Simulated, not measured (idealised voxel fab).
process module | voxel ribs on slabs
cross-section cut | 285 nm wide | cells 5 nm
A cross-section is a grid of square cells, given in bands from the top down. A band is one or more rows of cells.
Each band's line starts with the height of the band's top and of its bottom, in nm. Then come its materials from left to right, each with its width in nm. One material with "throughout" fills the band from edge to edge. "air" is empty space.
Height 0 is the level under which the wafer as received is all one material. The lowest band goes on downwards, as in "0 down".
A width such as "30 to 40" changes by the same amount from each row of cells to the next, from the band's top row to its bottom row.
"no change" after a step means that no cell of the cross-section changed.
closed voids: empty space of 8 cells or more with no open way to the top, each as width x height at its distance from the left edge, in nm
after a step's settings: what the simulator itself notes on the step
overlay nm, on a step with a mask: how far to the right of its planned place the mask lay; to the left if negative
plan
1 op RECEIVE | material Si
2 op DIRECTIONAL_DEP | material SiO2 | thk nm 20
3 op DIRECTIONAL_DEP | material polySi | thk nm 25
4 op DIRECTIONAL_DEP | material aC | thk nm 15
5 op PATTERN | tone cover | mask id RIB | material resist | width nm 20 | thk nm 35 | overlay nm 0
6 op DIRECTIONAL_ETCH | etch materials aC | depth nm 15
7 op STRIP | etch materials resist
8 op DIRECTIONAL_ETCH | etch materials polySi | depth nm 20
9 op STRIP | etch materials aC
10 op MASKED_ETCH | tone cover | mask id SLAB | width nm 60 | etch materials polySi | depth nm 5 | overlay nm 0
11 op FILL_DEP | material SiO2 | thk nm 25
12 op CMP | height nm 60
13 op DIRECTIONAL_DEP | material W | thk nm 10
14 op DIRECTIONAL_DEP | material aC | thk nm 15
15 op PATTERN | tone cover | mask id HEATER | material resist | width nm 30 | thk nm 35 | overlay nm 0
16 op DIRECTIONAL_ETCH | etch materials aC | depth nm 15
17 op STRIP | etch materials resist
18 op DIRECTIONAL_ETCH | etch materials W | depth nm 10
19 op STRIP | etch materials aC
20 op CONFORMAL_DEP | material SiO2 | thk nm 10
first wafer, as planned
as received, after step 1
  0 down: Si throughout
  closed voids: none
after step 2
  20 to 0: SiO2 throughout
  below 0: unchanged
after step 3
  45 to 20: polySi throughout
  below 20: unchanged
after step 4
  60 to 45: aC throughout
  below 45: unchanged
after step 5
  95 to 60: air 130 | resist 20 | air 135
  below 60: unchanged
after step 6
  80 to 60: air 130 | resist 20 | air 135
  60 to 45: air 130 | aC 20 | air 135
  below 45: unchanged
after step 7
  60 to 45: air 130 | aC 20 | air 135
  below 45: unchanged
after step 8
  60 to 45: air 130 | aC 20 | air 135
  45 to 25: air 130 | polySi 20 | air 135
  below 25: unchanged
after step 9
  45 to 25: air 130 | polySi 20 | air 135
  below 25: unchanged
after step 10
  45 to 25: air 130 | polySi 20 | air 135
  25 to 20: air 110 | polySi 60 | air 115
  below 20: unchanged
after step 11
  70 to 45: SiO2 throughout
  45 to 25: SiO2 130 | polySi 20 | SiO2 135
  25 to 20: SiO2 110 | polySi 60 | SiO2 115
  below 20: unchanged
after step 12
  60 to 45: SiO2 throughout
  below 45: unchanged
after step 13
  70 to 60: W throughout
  below 60: unchanged
after step 14
  85 to 70: aC throughout
  below 70: unchanged
after step 15
  120 to 85: air 125 | resist 30 | air 130
  below 85: unchanged
after step 16
  105 to 85: air 125 | resist 30 | air 130
  85 to 70: air 125 | aC 30 | air 130
  below 70: unchanged
after step 17
  85 to 70: air 125 | aC 30 | air 130
  below 70: unchanged
after step 18
  85 to 70: air 125 | aC 30 | air 130
  70 to 60: air 125 | W 30 | air 130
  below 60: unchanged
after step 19
  70 to 60: air 125 | W 30 | air 130
  below 60: unchanged
after step 20
  80 to 70: air 115 | SiO2 50 | air 120
  70 to 60: SiO2 125 | W 30 | SiO2 130
  below 60: unchanged
second wafer: like start, like plan, one mistake. Through step 1 it matches the first wafer
when step 2 should have ended
  20 to 0: W throughout
  below 0: unchanged
when step 3 should have ended
  45 to 20: polySi throughout
  below 20: unchanged
when step 4 should have ended
  60 to 45: aC throughout
  below 45: unchanged
when step 5 should have ended
  95 to 60: air 130 | resist 20 | air 135
  below 60: unchanged
when step 6 should have ended
  80 to 60: air 130 | resist 20 | air 135
  60 to 45: air 130 | aC 20 | air 135
  below 45: unchanged
when step 7 should have ended
  60 to 45: air 130 | aC 20 | air 135
  below 45: unchanged
when step 8 should have ended
  60 to 45: air 130 | aC 20 | air 135
  45 to 25: air 130 | polySi 20 | air 135
  below 25: unchanged
when step 9 should have ended
  45 to 25: air 130 | polySi 20 | air 135
  below 25: unchanged
when step 10 should have ended
  45 to 25: air 130 | polySi 20 | air 135
  25 to 20: air 110 | polySi 60 | air 115
  below 20: unchanged
when step 11 should have ended
  70 to 45: SiO2 throughout
  45 to 25: SiO2 130 | polySi 20 | SiO2 135
  25 to 20: SiO2 110 | polySi 60 | SiO2 115
  below 20: unchanged
when step 12 should have ended
  60 to 45: SiO2 throughout
  below 45: unchanged
when step 13 should have ended
  70 to 60: W throughout
  below 60: unchanged
when step 14 should have ended
  85 to 70: aC throughout
  below 70: unchanged
when step 15 should have ended
  120 to 85: air 125 | resist 30 | air 130
  below 85: unchanged
when step 16 should have ended
  105 to 85: air 125 | resist 30 | air 130
  85 to 70: air 125 | aC 30 | air 130
  below 70: unchanged
when step 17 should have ended
  85 to 70: air 125 | aC 30 | air 130
  below 70: unchanged
when step 18 should have ended
  85 to 70: air 125 | aC 30 | air 130
  70 to 60: air 125 | W 30 | air 130
  below 60: unchanged
when step 19 should have ended
  70 to 60: air 125 | W 30 | air 130
  below 60: unchanged
when step 20 should have ended
  80 to 70: air 115 | SiO2 50 | air 120
  70 to 60: SiO2 125 | W 30 | SiO2 130
  below 60: unchanged
what went wrong: step 2 ran as: op DIRECTIONAL_DEP | material W | thk nm 20
at the end the second wafer has, in cells: 228 fewer of SiO2 | 228 more of W
